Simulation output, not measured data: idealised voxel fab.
voxel wiring stack: a process module
The cross-section on display is named cut; it measures 285 nm wide, and its cells are 5 nm squares.
Cross-section spec: square-cell grid; bands listed top down; each band is one or more rows. Read a band's entry like this: the first values are the height of its top and the height of its bottom in nm, and what follows is the sequence of materials from left to right, each with its width in nm. Note that "blank" is empty space, and that a single material marked "full width" reaches across the band from edge to edge. Basically, 0 is our baseline, since under it the wafer straight out of the box is all one material. The bottom band has no lower end and keeps on going down, so it looks like "0 nm and below". The notation "30 to 40" denotes a width that varies across the rows of cells in the band, beginning at the first number in the top row, finishing at the second number in the bottom row, and changing by an identical amount from each row to the next. When a step is marked "remains unaltered", none of the cells in the cross-section changed during that step. Closed-off voids of 8+ cells (no open route to the top) go in "Completely sealed voids", written width x height at distance from the left edge, in nm. Note: text after step settings on the step line = simulator remark on that step. A step line may carry the setting "overlay nm", which, for steps involving a mask, states the distance by which the mask lay to the right of its intended position; negative values denote displacement to the left.
## Intended process steps
1,RECEIVE [material Si]
2,CONFORMAL_DEP [material SiO2] [thk nm 15]
3,DIRECTIONAL_DEP [material TiN] [thk nm 5]
4,DIRECTIONAL_DEP [material Ru] [thk nm 15]
5,PATTERN [tone cover] [mask id METAL_1] [material resist] [width nm 30] [pitch nm 45] [thk nm 15] [overlay nm 0]
6,DIRECTIONAL_ETCH [etch materials Ru] [depth nm 15]
7,DIRECTIONAL_ETCH [etch materials TiN] [depth nm 5]
8,STRIP [etch materials resist]
9,CONFORMAL_DEP [material SiCN] [thk nm 5]
10,FILL_DEP [material SiO2] [thk nm 10]
11,CMP [height nm 35]
12,CONFORMAL_DEP [material SiCN] [thk nm 5]
13,DIRECTIONAL_DEP [material lowk] [thk nm 20]
14,DIRECTIONAL_DEP [material aC] [thk nm 10]
15,PATTERN [tone open] [mask id PLUG_1] [material resist] [width nm 15] [thk nm 25] [overlay nm 0]
16,DIRECTIONAL_ETCH [etch materials aC] [depth nm 10]
17,STRIP [etch materials resist]
18,DIRECTIONAL_ETCH [etch materials lowk] [depth nm 20]
19,DIRECTIONAL_ETCH [etch materials SiCN] [depth nm 5]
20,STRIP [etch materials aC]
21,CONFORMAL_DEP [material TiN] [thk nm 5]
22,FILL_DEP [material W] [thk nm 10]
23,CMP [height nm 60]
24,CONFORMAL_DEP [material SiCN] [thk nm 5]
25,DIRECTIONAL_DEP [material SiO2] [thk nm 15]
26,MASKED_ETCH [tone open] [mask id METAL_2] [width nm 30] [pitch nm 45] [etch materials SiO2] [depth nm 15] [overlay nm 0]
27,MASKED_ETCH [tone open] [mask id METAL_2] [width nm 30] [pitch nm 45] [etch materials SiCN] [depth nm 5] [overlay nm 0]
28,CONFORMAL_DEP [material TiN] [thk nm 5]
29,FILL_DEP [material Cu] [thk nm 10]
30,CMP [height nm 80]
31,CONFORMAL_DEP [material SiCN] [thk nm 5]
32,DIRECTIONAL_DEP [material lowk] [thk nm 10]
33,MASKED_ETCH [tone open] [mask id PLUG_2] [width nm 15] [etch materials lowk] [depth nm 10] [overlay nm 0]
34,MASKED_ETCH [tone open] [mask id PLUG_2] [width nm 15] [etch materials SiCN] [depth nm 5] [overlay nm 0]
35,EPI [material Ru] [thk nm 10]
36,EPI [material Ru] [thk nm 5]
37,CONFORMAL_DEP [material SiN] [thk nm 5]
38,DIRECTIONAL_DEP [material SiO2] [thk nm 15]
39,DIRECTIONAL_DEP [material aC] [thk nm 15]
40,PATTERN [tone open] [mask id METAL_3] [material resist] [width nm 30] [pitch nm 45] [thk nm 35] [overlay nm 0]
41,DIRECTIONAL_ETCH [etch materials aC] [depth nm 15]
42,STRIP [etch materials resist]
43,DIRECTIONAL_ETCH [etch materials SiO2] [depth nm 15]
44,DIRECTIONAL_ETCH [etch materials SiN] [depth nm 5]
45,STRIP [etch materials aC]
46,CONFORMAL_DEP [material TiN] [thk nm 5]
47,FILL_DEP [material Ru] [thk nm 10]
48,CMP [height nm 115]
49,CONFORMAL_DEP [material SiCN] [thk nm 5]
50,DIRECTIONAL_DEP [material lowk] [thk nm 30]
51,PATTERN [tone open] [mask id METAL_4_HOLES] [material resist] [width nm 15] [thk nm 20] [overlay nm 0]
52,DIRECTIONAL_ETCH [etch materials lowk] [depth nm 30]
53,STRIP [etch materials resist]
54,PATTERN [tone open] [mask id METAL_4] [material resist] [width nm 30] [pitch nm 45] [thk nm 15] [overlay nm 0]
55,DIRECTIONAL_ETCH [etch materials lowk] [depth nm 20]
56,DIRECTIONAL_ETCH [etch materials SiCN] [depth nm 5]
57,STRIP [etch materials resist]
58,CONFORMAL_DEP [material TiN] [thk nm 5]
59,FILL_DEP [material Cu] [thk nm 5]
60,CMP [height nm 150]
61,CONFORMAL_DEP [material SiN] [thk nm 5]
## As-received state of the wafer in cross-section, equivalent to post-step 1
  0 nm and below | Si full width
  Completely sealed voids: none
## Cross-sectional view of the first of the two wafers upon completion of the module, processed in accordance with the plan
  155 nm to 150 nm | SiN full width
  150 nm to 135 nm | lowk (105) | TiN (5) | Cu (20) | TiN (5) | lowk (15) | TiN (5) | Cu (20) | TiN (5) | lowk (105)
  135 nm to 130 nm | lowk (105) | TiN (5) | Cu (5) | TiN (20) | lowk (15) | TiN (30) | lowk (105)
  130 nm to 120 nm | lowk (105) | TiN (5) | Cu (5) | TiN (5) | lowk (165)
  120 nm to 115 nm | SiCN (105) | TiN (15) | SiCN (165)
  115 nm to 100 nm | SiO2 (105) | TiN (5) | Ru (20) | TiN (5) | SiO2 (15) | TiN (5) | Ru (20) | TiN (5) | SiO2 (105)
  100 nm to 95 nm | SiN (105) | TiN (30) | SiN (15) | TiN (30) | SiN (105)
  95 nm to 85 nm | lowk (105) | Ru (15) | lowk (165)
  85 nm to 80 nm | SiCN (105) | Ru (15) | SiCN (165)
  80 nm to 65 nm | SiO2 (105) | TiN (5) | Cu (20) | TiN (5) | SiO2 (15) | TiN (5) | Cu (20) | TiN (5) | SiO2 (105)
  65 nm to 60 nm | SiCN (105) | TiN (30) | SiCN (15) | TiN (30) | SiCN (105)
  60 nm to 40 nm | lowk (105) | TiN (5) | W (5) | TiN (5) | lowk (165)
  40 nm to 35 nm | SiCN (105) | TiN (15) | SiCN (165)
  35 nm to 20 nm | SiO2 (100) | SiCN (5) | Ru (30) | SiCN (5) | SiO2 (5) | SiCN (5) | Ru (30) | SiCN (5) | SiO2 (100)
  20 nm to 15 nm | SiCN (105) | TiN (30) | SiCN (15) | TiN (30) | SiCN (105)
  15 nm to 0 nm | SiO2 full width
  0 nm and below | Si full width
  Completely sealed voids: none
## Here is the second of the two wafers cut open at the end of the module - same start, same plan as the first one, but we made one mistake running it
  155 nm to 150 nm | SiN full width
  150 nm to 135 nm | lowk (105) | TiN (5) | Cu (20) | TiN (5) | lowk (15) | TiN (5) | Cu (20) | TiN (5) | lowk (105)
  135 nm to 130 nm | lowk (105) | TiN (5) | Cu (5) | TiN (20) | lowk (15) | TiN (30) | lowk (105)
  130 nm to 120 nm | lowk (105) | TiN (5) | Cu (5) | TiN (5) | lowk (165)
  120 nm to 115 nm | SiCN (105) | TiN (15) | SiCN (165)
  115 nm to 100 nm | SiO2 (105) | TiN (5) | Ru (20) | TiN (5) | SiO2 (15) | TiN (5) | Ru (20) | TiN (5) | SiO2 (105)
  100 nm to 95 nm | SiN (105) | TiN (30) | SiN (15) | TiN (30) | SiN (105)
  95 nm to 85 nm | lowk (105) | Ru (15) | lowk (165)
  85 nm to 80 nm | SiCN (105) | Ru (15) | SiCN (165)
  80 nm to 65 nm | SiO2 (105) | TiN (5) | Cu (20) | TiN (5) | SiO2 (15) | TiN (5) | Cu (20) | TiN (5) | SiO2 (105)
  65 nm to 60 nm | SiCN (105) | TiN (30) | SiCN (15) | TiN (30) | SiCN (105)
  60 nm to 40 nm | W (100) | TiN (5) | lowk (15) | TiN (5) | W (160)
  40 nm to 35 nm | TiN (105) | SiCN (15) | TiN (165)
  35 nm to 20 nm | SiO2 (100) | SiCN (5) | Ru (30) | SiCN (5) | SiO2 (5) | SiCN (5) | Ru (30) | SiCN (5) | SiO2 (100)
  20 nm to 15 nm | SiCN (105) | TiN (30) | SiCN (15) | TiN (30) | SiCN (105)
  15 nm to 0 nm | SiO2 full width
  0 nm and below | Si full width
  Completely sealed voids: none
What was the processing mistake? planned and actual differ for step 15; actual: PATTERN [tone cover] [mask id PLUG_1] [material resist] [width nm 15] [thk nm 25] [overlay nm 0]
at the end the second wafer has, in cells: SiCN -51; TiN +51; W +204; lowk -204
